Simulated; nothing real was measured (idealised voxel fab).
The following is a process module called voxel self aligned contacts.
This is section cut - it's 295 nm across, gridded in 5 nm square cells.
We lay out every cross-section as a grid of square cells and spell it out in bands from the top down, where one band means one or more rows of cells. Each band's line starts with the height of the band's top and of its bottom, in nm. Then come its materials from left to right, each with its width in nm. One material with "all across" fills the band from edge to edge. "air" is empty space. Zero point of the height axis is 0; under it, received wafer = one material. Lowest band: continues down indefinitely, "0 nm and below". With a width like "30..40", each row of cells in the band differs from the next by the same amount, the top row carrying the first number and the bottom row the second. Given "left unchanged" for a step, no cell of the cross-section differs between before and after that step. Enclosed voids (no open way to top), threshold 8 cells or more, entry "Enclosed internal cavities", notation width x height at distance, distance from left edge, nm. Formally, on a step line, whatever follows the settings is a remark that the simulator itself makes on the step. overlay nm: for a step with a mask, the amount by which the mask lay right of where it was planned; a negative amount means left of it. Pairs ahead. Before: cross-section ahead of one process step. After: cross-section once the step is done, shown to the lowest changed band only. Under each pair: that step, with settings. Caution: pairs may come from different runs of this module on the same starting wafer; a pair follows the pair above only where its "Preceding state" entry says so.

## Preceding state
	0 nm and below  Si all across
	Enclosed internal cavities: none

## Section After Processing
	5 nm to 0 nm  SiO2 all across
	At heights below 0, the structure remains unaltered.
	Enclosed internal cavities: none
Here is the step that sits between the two cross-sections above: CONFORMAL_DEP [material SiO2] [thk nm 5]

Preceding state: the pre-step structure is the one depicted after the step in the pair just above.

## Section After Processing
	25 nm to 5 nm  polySi all across
	At heights below 5, the structure remains unaltered.
	Enclosed internal cavities: none
Here is the step that sits between the two cross-sections above: DIRECTIONAL_DEP [material polySi] [thk nm 20]

Preceding state: the pre-step structure is the one depicted after the step in the pair just above.

## Section After Processing
	45 nm to 25 nm  SiN all across
	At heights below 25, the structure remains unaltered.
	Enclosed internal cavities: none
Here is the step that sits between the two cross-sections above: DIRECTIONAL_DEP [material SiN] [thk nm 20]

Preceding state: the pre-step structure is the one depicted after the step in the pair just above.

## Section After Processing
	55 nm to 45 nm  aC all across
	At heights below 45, the structure remains unaltered.
	Enclosed internal cavities: none
Here is the step that sits between the two cross-sections above: DIRECTIONAL_DEP [material aC] [thk nm 10]

Preceding state: the pre-step structure is the one depicted after the step in the pair just above.

## Section After Processing
	80 nm to 55 nm  air: 95, resist: 30, air: 45, resist: 30, air: 95
	At heights below 55, the structure remains unaltered.
	Enclosed internal cavities: none
Here is the step that sits between the two cross-sections above: PATTERN [tone cover] [mask id GATE] [material resist] [width nm 30] [pitch nm 75] [thk nm 25] [overlay nm 0]

Preceding state: the pre-step structure is the one depicted after the step in the pair just above.

## Section After Processing
	70 nm to 55 nm  air: 95, resist: 30, air: 45, resist: 30, air: 95
	55 nm to 45 nm  air: 95, aC: 30, air: 45, aC: 30, air: 95
	At heights below 45, the structure remains unaltered.
	Enclosed internal cavities: none
Here is the step that sits between the two cross-sections above: DIRECTIONAL_ETCH [etch materials aC] [depth nm 10]

Preceding state: the pre-step structure is the one depicted after the step in the pair just above.

## Section After Processing
	55 nm to 45 nm  air: 95, aC: 30, air: 45, aC: 30, air: 95
	At heights below 45, the structure remains unaltered.
	Enclosed internal cavities: none
Here is the step that sits between the two cross-sections above: STRIP [etch materials resist]

Preceding state: the pre-step structure is the one depicted after the step in the pair just above.

## Section After Processing
	55 nm to 45 nm  air: 95, aC: 30, air: 45, aC: 30, air: 95
	45 nm to 25 nm  air: 95, SiN: 30, air: 45, SiN: 30, air: 95
	At heights below 25, the structure remains unaltered.
	Enclosed internal cavities: none
Here is the step that sits between the two cross-sections above: DIRECTIONAL_ETCH [etch materials SiN] [depth nm 20]

Preceding state: the pre-step structure is the one depicted after the step in the pair just above.

## Section After Processing
	55 nm to 45 nm  air: 95, aC: 30, air: 45, aC: 30, air: 95
	45 nm to 25 nm  air: 95, SiN: 30, air: 45, SiN: 30, air: 95
	25 nm to 5 nm  air: 95, polySi: 30, air: 45, polySi: 30, air: 95
	At heights below 5, the structure remains unaltered.
	Enclosed internal cavities: none
Here is the step that sits between the two cross-sections above: DIRECTIONAL_ETCH [etch materials polySi] [depth nm 20]

Preceding state: the pre-step structure is the one depicted after the step in the pair just above.

## Section After Processing
	45 nm to 25 nm  air: 95, SiN: 30, air: 45, SiN: 30, air: 95
	At heights below 25, the structure remains unaltered.
	Enclosed internal cavities: none
Here is the step that sits between the two cross-sections above: STRIP [etch materials aC]

Preceding state: the pre-step structure is the one depicted after the step in the pair just above.

## Section After Processing
	55 nm to 25 nm  air: 85, SiN: 50, air: 25, SiN: 50, air: 85
	25 nm to 15 nm  air: 85, SiN: 10, polySi: 30, SiN: 10, air: 25, SiN: 10, polySi: 30, SiN: 10, air: 85
	15 nm to 5 nm  SiN: 95, polySi: 30, SiN: 45, polySi: 30, SiN: 95
	At heights below 5, the structure remains unaltered.
	Enclosed internal cavities: none
Here is the step that sits between the two cross-sections above: CONFORMAL_DEP [material SiN] [thk nm 10]

Preceding state: the pre-step structure is the one depicted after the step in the pair just above.

## Section After Processing
	45 nm to 25 nm  air: 85, SiN: 50, air: 25, SiN: 50, air: 85
	25 nm to 5 nm  air: 85, SiN: 10, polySi: 30, SiN: 10, air: 25, SiN: 10, polySi: 30, SiN: 10, air: 85
	At heights below 5, the structure remains unaltered.
	Enclosed internal cavities: none
Here is the step that sits between the two cross-sections above: DIRECTIONAL_ETCH [etch materials SiN] [depth nm 10]

Preceding state: the pre-step structure is the one depicted after the step in the pair just above.

## Section After Processing
	65 nm to 45 nm  SiO2 all across
	45 nm to 25 nm  SiO2: 85, SiN: 50, SiO2: 25, SiN: 50, SiO2: 85
	25 nm to 5 nm  SiO2: 85, SiN: 10, polySi: 30, SiN: 10, SiO2: 25, SiN: 10, polySi: 30, SiN: 10, SiO2: 85
	At heights below 5, the structure remains unaltered.
	Enclosed internal cavities: none
Here is the step that sits between the two cross-sections above: FILL_DEP [material SiO2] [thk nm 20]

Preceding state: the pre-step structure is the one depicted after the step in the pair just above.

## Section After Processing
	55 nm to 45 nm  SiO2 all across
	At heights below 45, the structure remains unaltered.
	Enclosed internal cavities: none
Here is the step that sits between the two cross-sections above: CMP [height nm 55]

Preceding state: the pre-step structure is the one depicted after the step in the pair just above.

## Section After Processing
	70 nm to 55 nm  aC all across
	At heights below 55, the structure remains unaltered.
	Enclosed internal cavities: none
Here is the step that sits between the two cross-sections above: DIRECTIONAL_DEP [material aC] [thk nm 15]

Preceding state: the pre-step structure is the one depicted after the step in the pair just above.

## Section After Processing
	100 nm to 70 nm  resist: 120, air: 55, resist: 120
	At heights below 70, the structure remains unaltered.
	Enclosed internal cavities: none
Here is the step that sits between the two cross-sections above: PATTERN [tone open] [mask id CONTACT] [material resist] [width nm 55] [thk nm 30] [overlay nm 0]

Preceding state: the pre-step structure is the one depicted after the step in the pair just above.

## Section After Processing
	85 nm to 70 nm  resist: 120, air: 55, resist: 120
	70 nm to 55 nm  aC: 120, air: 55, aC: 120
	At heights below 55, the structure remains unaltered.
	Enclosed internal cavities: none
Here is the step that sits between the two cross-sections above: DIRECTIONAL_ETCH [etch materials aC] [depth nm 15]

Preceding state: the pre-step structure is the one depicted after the step in the pair just above.

## Section After Processing
	70 nm to 55 nm  aC: 120, air: 55, aC: 120
	At heights below 55, the structure remains unaltered.
	Enclosed internal cavities: none
Here is the step that sits between the two cross-sections above: STRIP [etch materials resist]

Preceding state: the pre-step structure is the one depicted after the step in the pair just above.

## Section After Processing
	70 nm to 55 nm  aC: 120, air: 55, aC: 120
	55 nm to 45 nm  SiO2: 120, air: 55, SiO2: 120
	45 nm to 25 nm  SiO2: 85, SiN: 50, air: 25, SiN: 50, SiO2: 85
	25 nm to 5 nm  SiO2: 85, SiN: 10, polySi: 30, SiN: 10, air: 25, SiN: 10, polySi: 30, SiN: 10, SiO2: 85
	5 nm to 0 nm  SiO2: 135, air: 25, SiO2: 135
	At heights below 0, the structure remains unaltered.
	Enclosed internal cavities: none
Here is the step that sits between the two cross-sections above: DIRECTIONAL_ETCH [etch materials SiO2] [depth nm 55]

Preceding state: the pre-step structure is the one depicted after the step in the pair just above.

## Section After Processing
	55 nm to 45 nm  SiO2: 120, air: 55, SiO2: 120
	At heights below 45, the structure remains unaltered.
	Enclosed internal cavities: none
Here is the step that sits between the two cross-sections above: STRIP [etch materials aC]

Preceding state: the pre-step structure is the one depicted after the step in the pair just above.

## Section After Processing
	60 nm to 55 nm  TiN: 125, air: 45, TiN: 125
	55 nm to 45 nm  SiO2: 120, TiN: 5..20, air: 45..15, TiN: 5..20, SiO2: 120
	45 nm to 25 nm  SiO2: 85, SiN: 50, TiN: 5, air: 15, TiN: 5, SiN: 50, SiO2: 85
	25 nm to 5 nm  SiO2: 85, SiN: 10, polySi: 30, SiN: 10, TiN: 5, air: 15, TiN: 5, SiN: 10, polySi: 30, SiN: 10, SiO2: 85
	5 nm to 0 nm  SiO2: 135, TiN: 25, SiO2: 135
	At heights below 0, the structure remains unaltered.
	Enclosed internal cavities: none
Here is the step that sits between the two cross-sections above: CONFORMAL_DEP [material TiN] [thk nm 5]

Preceding state: the pre-step structure is the one depicted after the step in the pair just above.

## Section After Processing
	65 nm to 60 nm  W all across
	60 nm to 55 nm  TiN: 125, W: 45, TiN: 125
	55 nm to 45 nm  SiO2: 120, TiN: 5..20, W: 45..15, TiN: 5..20, SiO2: 120
	45 nm to 25 nm  SiO2: 85, SiN: 50, TiN: 5, W: 15, TiN: 5, SiN: 50, SiO2: 85
	25 nm to 5 nm  SiO2: 85, SiN: 10, polySi: 30, SiN: 10, TiN: 5, W: 15, TiN: 5, SiN: 10, polySi: 30, SiN: 10, SiO2: 85
	At heights below 5, the structure remains unaltered.
	Enclosed internal cavities: none
Here is the step that sits between the two cross-sections above: FILL_DEP [material W] [thk nm 5]

Preceding state: the pre-step structure is the one depicted after the step in the pair just above.

## Section After Processing
	55 nm to 45 nm  SiO2: 120, TiN: 5..20, W: 45..15, TiN: 5..20, SiO2: 120
	At heights below 45, the structure remains unaltered.
	Enclosed internal cavities: none
Here is the step that sits between the two cross-sections above: CMP [height nm 55]

Preceding state: the pre-step structure is the one depicted after the step in the pair just above.

## Section After Processing
	60 nm to 55 nm  SiN all across
	At heights below 55, the structure remains unaltered.
	Enclosed internal cavities: none
Here is the step that sits between the two cross-sections above: CONFORMAL_DEP [material SiN] [thk nm 5]

## Preceding state
	45 nm to 25 nm  air: 95, SiN: 30, air: 45, SiN: 30, air: 95
	25 nm to 5 nm  air: 95, polySi: 30, air: 45, polySi: 30, air: 95
	5 nm to 0 nm  SiO2 all across
	0 nm and below  Si all across
	Enclosed internal cavities: none

## Section After Processing
	35 nm to 25 nm  air: 95, SiN: 30, air: 45, SiN: 30, air: 95
	At heights below 25, the structure remains unaltered.
	Enclosed internal cavities: none
Here is the step that sits between the two cross-sections above: DIRECTIONAL_ETCH [etch materials SiN] [depth nm 10]

Preceding state: the pre-step structure is the one depicted after the step in the pair just above.

## Section After Processing
	55 nm to 35 nm  SiO2 all across
	35 nm to 25 nm  SiO2: 95, SiN: 30, SiO2: 45, SiN: 30, SiO2: 95
	25 nm to 5 nm  SiO2: 95, polySi: 30, SiO2: 45, polySi: 30, SiO2: 95
	At heights below 5, the structure remains unaltered.
	Enclosed internal cavities: none
Here is the step that sits between the two cross-sections above: FILL_DEP [material SiO2] [thk nm 20]

Preceding state: the pre-step structure is the one depicted after the step in the pair just above.

## Section After Processing
	70 nm to 55 nm  aC all across
	At heights below 55, the structure remains unaltered.
	Enclosed internal cavities: none
Here is the step that sits between the two cross-sections above: DIRECTIONAL_DEP [material aC] [thk nm 15]

Preceding state: the pre-step structure is the one depicted after the step in the pair just above.

## Section After Processing
	100 nm to 70 nm  resist: 120, air: 55, resist: 120
	At heights below 70, the structure remains unaltered.
	Enclosed internal cavities: none
Here is the step that sits between the two cross-sections above: PATTERN [tone open] [mask id CONTACT] [material resist] [width nm 55] [thk nm 30] [overlay nm 0]

Preceding state: the pre-step structure is the one depicted after the step in the pair just above.

## Section After Processing
	85 nm to 70 nm  resist: 120, air: 55, resist: 120
	70 nm to 55 nm  aC: 120, air: 55, aC: 120
	At heights below 55, the structure remains unaltered.
	Enclosed internal cavities: none
Here is the step that sits between the two cross-sections above: DIRECTIONAL_ETCH [etch materials aC] [depth nm 15]

Preceding state: the pre-step structure is the one depicted after the step in the pair just above.

## Section After Processing
	70 nm to 55 nm  aC: 120, air: 55, aC: 120
	At heights below 55, the structure remains unaltered.
	Enclosed internal cavities: none
Here is the step that sits between the two cross-sections above: STRIP [etch materials resist]

Preceding state: the pre-step structure is the one depicted after the step in the pair just above.

## Section After Processing
	70 nm to 55 nm  aC: 120, air: 55, aC: 120
	55 nm to 35 nm  SiO2: 120, air: 55, SiO2: 120
	35 nm to 25 nm  SiO2: 95, SiN: 30, air: 45, SiN: 30, SiO2: 95
	25 nm to 5 nm  SiO2: 95, polySi: 30, air: 45, polySi: 30, SiO2: 95
	5 nm to 0 nm  SiO2: 125, air: 45, SiO2: 125
	At heights below 0, the structure remains unaltered.
	Enclosed internal cavities: none
Here is the step that sits between the two cross-sections above: DIRECTIONAL_ETCH [etch materials SiO2] [depth nm 55]

Preceding state: the pre-step structure is the one depicted after the step in the pair just above.

## Section After Processing
	55 nm to 35 nm  SiO2: 120, air: 55, SiO2: 120
	At heights below 35, the structure remains unaltered.
	Enclosed internal cavities: none
Here is the step that sits between the two cross-sections above: STRIP [etch materials aC]

Preceding state: the pre-step structure is the one depicted after the step in the pair just above.

## Section After Processing
	60 nm to 55 nm  TiN: 125, air: 45, TiN: 125
	55 nm to 40 nm  SiO2: 120, TiN: 5, air: 45, TiN: 5, SiO2: 120
	40 nm to 35 nm  SiO2: 120, TiN: 10, air: 35, TiN: 10, SiO2: 120
	35 nm to 25 nm  SiO2: 95, SiN: 30, TiN: 5, air: 35, TiN: 5, SiN: 30, SiO2: 95
	25 nm to 5 nm  SiO2: 95, polySi: 30, TiN: 5, air: 35, TiN: 5, polySi: 30, SiO2: 95
	5 nm to 0 nm  SiO2: 125, TiN: 45, SiO2: 125
	At heights below 0, the structure remains unaltered.
	Enclosed internal cavities: none
Here is the step that sits between the two cross-sections above: CONFORMAL_DEP [material TiN] [thk nm 5]

Preceding state: the pre-step structure is the one depicted after the step in the pair just above.

## Section After Processing
	65 nm to 60 nm  W all across
	60 nm to 55 nm  TiN: 125, W: 45, TiN: 125
	55 nm to 40 nm  SiO2: 120, TiN: 5, W: 45, TiN: 5, SiO2: 120
	40 nm to 35 nm  SiO2: 120, TiN: 10, W: 35, TiN: 10, SiO2: 120
	35 nm to 25 nm  SiO2: 95, SiN: 30, TiN: 5, W: 35, TiN: 5, SiN: 30, SiO2: 95
	25 nm to 5 nm  SiO2: 95, polySi: 30, TiN: 5, W: 35, TiN: 5, polySi: 30, SiO2: 95
	At heights below 5, the structure remains unaltered.
	Enclosed internal cavities: none
Here is the step that sits between the two cross-sections above: FILL_DEP [material W] [thk nm 5]

Preceding state: the pre-step structure is the one depicted after the step in the pair just above.

## Section After Processing
	55 nm to 40 nm  SiO2: 120, TiN: 5, W: 45, TiN: 5, SiO2: 120
	At heights below 40, the structure remains unaltered.
	Enclosed internal cavities: none
Here is the step that sits between the two cross-sections above: CMP [height nm 55]

Preceding state: the pre-step structure is the one depicted after the step in the pair just above.

## Section After Processing
	60 nm to 55 nm  SiN all across
	At heights below 55, the structure remains unaltered.
	Enclosed internal cavities: none
Here is the step that sits between the two cross-sections above: CONFORMAL_DEP [material SiN] [thk nm 5]

## Preceding state
	45 nm to 25 nm  SiN all across
	25 nm to 5 nm  polySi all across
	5 nm to 0 nm  SiO2 all across
	0 nm and below  Si all across
	Enclosed internal cavities: none

## Section After Processing
	65 nm to 25 nm  SiN all across
	At heights below 25, the structure remains unaltered.
	Enclosed internal cavities: none
Here is the step that sits between the two cross-sections above: DIRECTIONAL_DEP [material SiN] [thk nm 20]

Preceding state: the pre-step structure is the one depicted after the step in the pair just above.

## Section After Processing
	75 nm to 65 nm  aC all across
	At heights below 65, the structure remains unaltered.
	Enclosed internal cavities: none
Here is the step that sits between the two cross-sections above: DIRECTIONAL_DEP [material aC] [thk nm 10]

Preceding state: the pre-step structure is the one depicted after the step in the pair just above.

## Section After Processing
	100 nm to 75 nm  air: 95, resist: 30, air: 45, resist: 30, air: 95
	At heights below 75, the structure remains unaltered.
	Enclosed internal cavities: none
Here is the step that sits between the two cross-sections above: PATTERN [tone cover] [mask id GATE] [material resist] [width nm 30] [pitch nm 75] [thk nm 25] [overlay nm 0]

Preceding state: the pre-step structure is the one depicted after the step in the pair just above.

## Section After Processing
	90 nm to 75 nm  air: 95, resist: 30, air: 45, resist: 30, air: 95
	75 nm to 65 nm  air: 95, aC: 30, air: 45, aC: 30, air: 95
	At heights below 65, the structure remains unaltered.
	Enclosed internal cavities: none
Here is the step that sits between the two cross-sections above: DIRECTIONAL_ETCH [etch materials aC] [depth nm 10]

Preceding state: the pre-step structure is the one depicted after the step in the pair just above.

## Section After Processing
	75 nm to 65 nm  air: 95, aC: 30, air: 45, aC: 30, air: 95
	At heights below 65, the structure remains unaltered.
	Enclosed internal cavities: none
Here is the step that sits between the two cross-sections above: STRIP [etch materials resist]

Preceding state: the pre-step structure is the one depicted after the step in the pair just above.

## Section After Processing
	75 nm to 65 nm  air: 95, aC: 30, air: 45, aC: 30, air: 95
	65 nm to 45 nm  air: 95, SiN: 30, air: 45, SiN: 30, air: 95
	At heights below 45, the structure remains unaltered.
	Enclosed internal cavities: none
Here is the step that sits between the two cross-sections above: DIRECTIONAL_ETCH [etch materials SiN] [depth nm 20]

Preceding state: the pre-step structure is the one depicted after the step in the pair just above.

## Section After Processing
	65 nm to 45 nm  air: 95, SiN: 30, air: 45, SiN: 30, air: 95
	At heights below 45, the structure remains unaltered.
	Enclosed internal cavities: none
Here is the step that sits between the two cross-sections above: STRIP [etch materials aC]

Preceding state: the pre-step structure is the one depicted after the step in the pair just above.

## Section After Processing
	75 nm to 55 nm  air: 85, SiN: 50, air: 25, SiN: 50, air: 85
	55 nm to 25 nm  SiN all across
	At heights below 25, the structure remains unaltered.
	Enclosed internal cavities: none
Here is the step that sits between the two cross-sections above: CONFORMAL_DEP [material SiN] [thk nm 10]

Preceding state: the pre-step structure is the one depicted after the step in the pair just above.

## Section After Processing
	65 nm to 45 nm  air: 85, SiN: 50, air: 25, SiN: 50, air: 85
	At heights below 45, the structure remains unaltered.
	Enclosed internal cavities: none
Here is the step that sits between the two cross-sections above: DIRECTIONAL_ETCH [etch materials SiN] [depth nm 10]

Preceding state: the pre-step structure is the one depicted after the step in the pair just above.

## Section After Processing
	85 nm to 65 nm  SiO2 all across
	65 nm to 45 nm  SiO2: 85, SiN: 50, SiO2: 25, SiN: 50, SiO2: 85
	At heights below 45, the structure remains unaltered.
	Enclosed internal cavities: none
Here is the step that sits between the two cross-sections above: FILL_DEP [material SiO2] [thk nm 20]

Preceding state: the pre-step structure is the one depicted after the step in the pair just above.

## Section After Processing
	55 nm to 45 nm  SiO2: 85, SiN: 50, SiO2: 25, SiN: 50, SiO2: 85
	At heights below 45, the structure remains unaltered.
	Enclosed internal cavities: none
Here is the step that sits between the two cross-sections above: CMP [height nm 55]

Preceding state: the pre-step structure is the one depicted after the step in the pair just above.

## Section After Processing
	70 nm to 55 nm  aC all across
	At heights below 55, the structure remains unaltered.
	Enclosed internal cavities: none
Here is the step that sits between the two cross-sections above: DIRECTIONAL_DEP [material aC] [thk nm 15]

Preceding state: the pre-step structure is the one depicted after the step in the pair just above.

## Section After Processing
	100 nm to 70 nm  resist: 120, air: 55, resist: 120
	At heights below 70, the structure remains unaltered.
	Enclosed internal cavities: none
Here is the step that sits between the two cross-sections above: PATTERN [tone open] [mask id CONTACT] [material resist] [width nm 55] [thk nm 30] [overlay nm 0]

Preceding state: the pre-step structure is the one depicted after the step in the pair just above.

## Section After Processing
	85 nm to 70 nm  resist: 120, air: 55, resist: 120
	70 nm to 55 nm  aC: 120, air: 55, aC: 120
	At heights below 55, the structure remains unaltered.
	Enclosed internal cavities: none
Here is the step that sits between the two cross-sections above: DIRECTIONAL_ETCH [etch materials aC] [depth nm 15]

Preceding state: the pre-step structure is the one depicted after the step in the pair just above.

## Section After Processing
	70 nm to 55 nm  aC: 120, air: 55, aC: 120
	At heights below 55, the structure remains unaltered.
	Enclosed internal cavities: none
Here is the step that sits between the two cross-sections above: STRIP [etch materials resist]

Preceding state: the pre-step structure is the one depicted after the step in the pair just above.

## Section After Processing
	70 nm to 55 nm  aC: 120, air: 55, aC: 120
	55 nm to 45 nm  SiO2: 85, SiN: 50, air: 25, SiN: 50, SiO2: 85
	At heights below 45, the structure remains unaltered.
	Enclosed internal cavities: none
Here is the step that sits between the two cross-sections above: DIRECTIONAL_ETCH [etch materials SiO2] [depth nm 55]

Preceding state: the pre-step structure is the one depicted after the step in the pair just above.

## Section After Processing
	55 nm to 45 nm  SiO2: 85, SiN: 50, air: 25, SiN: 50, SiO2: 85
	At heights below 45, the structure remains unaltered.
	Enclosed internal cavities: none
Here is the step that sits between the two cross-sections above: STRIP [etch materials aC]

Preceding state: the pre-step structure is the one depicted after the step in the pair just above.

## Section After Processing
	60 nm to 55 nm  TiN: 140, air: 15, TiN: 140
	55 nm to 50 nm  SiO2: 85, SiN: 50, TiN: 5, air: 15, TiN: 5, SiN: 50, SiO2: 85
	50 nm to 45 nm  SiO2: 85, SiN: 50, TiN: 25, SiN: 50, SiO2: 85
	At heights below 45, the structure remains unaltered.
	Enclosed internal cavities: none
Here is the step that sits between the two cross-sections above: CONFORMAL_DEP [material TiN] [thk nm 5]

Preceding state: the pre-step structure is the one depicted after the step in the pair just above.

## Section After Processing
	65 nm to 60 nm  W all across
	60 nm to 55 nm  TiN: 140, W: 15, TiN: 140
	55 nm to 50 nm  SiO2: 85, SiN: 50, TiN: 5, W: 15, TiN: 5, SiN: 50, SiO2: 85
	At heights below 50, the structure remains unaltered.
	Enclosed internal cavities: none
Here is the step that sits between the two cross-sections above: FILL_DEP [material W] [thk nm 5]

Preceding state: the pre-step structure is the one depicted after the step in the pair just above.

## Section After Processing
	55 nm to 50 nm  SiO2: 85, SiN: 50, TiN: 5, W: 15, TiN: 5, SiN: 50, SiO2: 85
	At heights below 50, the structure remains unaltered.
	Enclosed internal cavities: none
Here is the step that sits between the two cross-sections above: CMP [height nm 55]

Preceding state: the pre-step structure is the one depicted after the step in the pair just above.

## Section After Processing
	60 nm to 55 nm  SiN all across
	At heights below 55, the structure remains unaltered.
	Enclosed internal cavities: none
Here is the step that sits between the two cross-sections above: CONFORMAL_DEP [material SiN] [thk nm 5]

## Preceding state
	5 nm to 0 nm  SiO2 all across
	0 nm and below  Si all across
	Enclosed internal cavities: none

## Section After Processing
	25 nm to 5 nm  SiN all across
	At heights below 5, the structure remains unaltered.
	Enclosed internal cavities: none
Here is the step that sits between the two cross-sections above: DIRECTIONAL_DEP [material SiN] [thk nm 20]

Preceding state: the pre-step structure is the one depicted after the step in the pair just above.

## Section After Processing
	45 nm to 25 nm  polySi all across
	At heights below 25, the structure remains unaltered.
	Enclosed internal cavities: none
Here is the step that sits between the two cross-sections above: DIRECTIONAL_DEP [material polySi] [thk nm 20]

Preceding state: the pre-step structure is the one depicted after the step in the pair just above.

## Section After Processing
	55 nm to 45 nm  aC all across
	At heights below 45, the structure remains unaltered.
	Enclosed internal cavities: none
Here is the step that sits between the two cross-sections above: DIRECTIONAL_DEP [material aC] [thk nm 10]

Preceding state: the pre-step structure is the one depicted after the step in the pair just above.

## Section After Processing
	80 nm to 55 nm  air: 95, resist: 30, air: 45, resist: 30, air: 95
	At heights below 55, the structure remains unaltered.
	Enclosed internal cavities: none
Here is the step that sits between the two cross-sections above: PATTERN [tone cover] [mask id GATE] [material resist] [width nm 30] [pitch nm 75] [thk nm 25] [overlay nm 0]

Preceding state: the pre-step structure is the one depicted after the step in the pair just above.

## Section After Processing
	70 nm to 55 nm  air: 95, resist: 30, air: 45, resist: 30, air: 95
	55 nm to 45 nm  air: 95, aC: 30, air: 45, aC: 30, air: 95
	At heights below 45, the structure remains unaltered.
	Enclosed internal cavities: none
Here is the step that sits between the two cross-sections above: DIRECTIONAL_ETCH [etch materials aC] [depth nm 10]

Preceding state: the pre-step structure is the one depicted after the step in the pair just above.

## Section After Processing
	55 nm to 45 nm  air: 95, aC: 30, air: 45, aC: 30, air: 95
	At heights below 45, the structure remains unaltered.
	Enclosed internal cavities: none
Here is the step that sits between the two cross-sections above: STRIP [etch materials resist]

Preceding state: the pre-step structure is the one depicted after the step in the pair just above.

## Section After Processing
	55 nm to 45 nm  air: 95, aC: 30, air: 45, aC: 30, air: 95
	45 nm to 25 nm  air: 95, polySi: 30, air: 45, polySi: 30, air: 95
	At heights below 25, the structure remains unaltered.
	Enclosed internal cavities: none
Here is the step that sits between the two cross-sections above: DIRECTIONAL_ETCH [etch materials polySi] [depth nm 20]

Preceding state: the pre-step structure is the one depicted after the step in the pair just above.

## Section After Processing
	45 nm to 25 nm  air: 95, polySi: 30, air: 45, polySi: 30, air: 95
	At heights below 25, the structure remains unaltered.
	Enclosed internal cavities: none
Here is the step that sits between the two cross-sections above: STRIP [etch materials aC]

Preceding state: the pre-step structure is the one depicted after the step in the pair just above.

## Section After Processing
	55 nm to 45 nm  air: 85, SiN: 50, air: 25, SiN: 50, air: 85
	45 nm to 35 nm  air: 85, SiN: 10, polySi: 30, SiN: 10, air: 25, SiN: 10, polySi: 30, SiN: 10, air: 85
	35 nm to 25 nm  SiN: 95, polySi: 30, SiN: 45, polySi: 30, SiN: 95
	At heights below 25, the structure remains unaltered.
	Enclosed internal cavities: none
Here is the step that sits between the two cross-sections above: CONFORMAL_DEP [material SiN] [thk nm 10]

Preceding state: the pre-step structure is the one depicted after the step in the pair just above.

## Section After Processing
	45 nm to 25 nm  air: 85, SiN: 10, polySi: 30, SiN: 10, air: 25, SiN: 10, polySi: 30, SiN: 10, air: 85
	At heights below 25, the structure remains unaltered.
	Enclosed internal cavities: none
Here is the step that sits between the two cross-sections above: DIRECTIONAL_ETCH [etch materials SiN] [depth nm 10]

Preceding state: the pre-step structure is the one depicted after the step in the pair just above.

## Section After Processing
	65 nm to 45 nm  SiO2 all across
	45 nm to 25 nm  SiO2: 85, SiN: 10, polySi: 30, SiN: 10, SiO2: 25, SiN: 10, polySi: 30, SiN: 10, SiO2: 85
	At heights below 25, the structure remains unaltered.
	Enclosed internal cavities: none
Here is the step that sits between the two cross-sections above: FILL_DEP [material SiO2] [thk nm 20]

Preceding state: the pre-step structure is the one depicted after the step in the pair just above.

## Section After Processing
	55 nm to 45 nm  SiO2 all across
	At heights below 45, the structure remains unaltered.
	Enclosed internal cavities: none
Here is the step that sits between the two cross-sections above: CMP [height nm 55]

Preceding state: the pre-step structure is the one depicted after the step in the pair just above.

## Section After Processing
	70 nm to 55 nm  aC all across
	At heights below 55, the structure remains unaltered.
	Enclosed internal cavities: none
Here is the step that sits between the two cross-sections above: DIRECTIONAL_DEP [material aC] [thk nm 15]

Preceding state: the pre-step structure is the one depicted after the step in the pair just above.

## Section After Processing
	100 nm to 70 nm  resist: 120, air: 55, resist: 120
	At heights below 70, the structure remains unaltered.
	Enclosed internal cavities: none
Here is the step that sits between the two cross-sections above: PATTERN [tone open] [mask id CONTACT] [material resist] [width nm 55] [thk nm 30] [overlay nm 0]

Preceding state: the pre-step structure is the one depicted after the step in the pair just above.

## Section After Processing
	85 nm to 70 nm  resist: 120, air: 55, resist: 120
	70 nm to 55 nm  aC: 120, air: 55, aC: 120
	At heights below 55, the structure remains unaltered.
	Enclosed internal cavities: none
Here is the step that sits between the two cross-sections above: DIRECTIONAL_ETCH [etch materials aC] [depth nm 15]

Preceding state: the pre-step structure is the one depicted after the step in the pair just above.

## Section After Processing
	70 nm to 55 nm  aC: 120, air: 55, aC: 120
	At heights below 55, the structure remains unaltered.
	Enclosed internal cavities: none
Here is the step that sits between the two cross-sections above: STRIP [etch materials resist]

Preceding state: the pre-step structure is the one depicted after the step in the pair just above.

## Section After Processing
	70 nm to 55 nm  aC: 120, air: 55, aC: 120
	55 nm to 45 nm  SiO2: 120, air: 55, SiO2: 120
	45 nm to 25 nm  SiO2: 85, SiN: 10, polySi: 30, SiN: 10, air: 25, SiN: 10, polySi: 30, SiN: 10, SiO2: 85
	At heights below 25, the structure remains unaltered.
	Enclosed internal cavities: none
Here is the step that sits between the two cross-sections above: DIRECTIONAL_ETCH [etch materials SiO2] [depth nm 55]

Preceding state: the pre-step structure is the one depicted after the step in the pair just above.

## Section After Processing
	55 nm to 45 nm  SiO2: 120, air: 55, SiO2: 120
	At heights below 45, the structure remains unaltered.
	Enclosed internal cavities: none
Here is the step that sits between the two cross-sections above: STRIP [etch materials aC]

Preceding state: the pre-step structure is the one depicted after the step in the pair just above.

## Section After Processing
	60 nm to 55 nm  TiN: 125, air: 45, TiN: 125
	55 nm to 45 nm  SiO2: 120, TiN: 5..20, air: 45..15, TiN: 5..20, SiO2: 120
	45 nm to 30 nm  SiO2: 85, SiN: 10, polySi: 30, SiN: 10, TiN: 5, air: 15, TiN: 5, SiN: 10, polySi: 30, SiN: 10, SiO2: 85
	30 nm to 25 nm  SiO2: 85, SiN: 10, polySi: 30, SiN: 10, TiN: 25, SiN: 10, polySi: 30, SiN: 10, SiO2: 85
	At heights below 25, the structure remains unaltered.
	Enclosed internal cavities: none
Here is the step that sits between the two cross-sections above: CONFORMAL_DEP [material TiN] [thk nm 5]

Preceding state: the pre-step structure is the one depicted after the step in the pair just above.

## Section After Processing
	65 nm to 60 nm  W all across
	60 nm to 55 nm  TiN: 125, W: 45, TiN: 125
	55 nm to 45 nm  SiO2: 120, TiN: 5..20, W: 45..15, TiN: 5..20, SiO2: 120
	45 nm to 30 nm  SiO2: 85, SiN: 10, polySi: 30, SiN: 10, TiN: 5, W: 15, TiN: 5, SiN: 10, polySi: 30, SiN: 10, SiO2: 85
	At heights below 30, the structure remains unaltered.
	Enclosed internal cavities: none
Here is the step that sits between the two cross-sections above: FILL_DEP [material W] [thk nm 5]
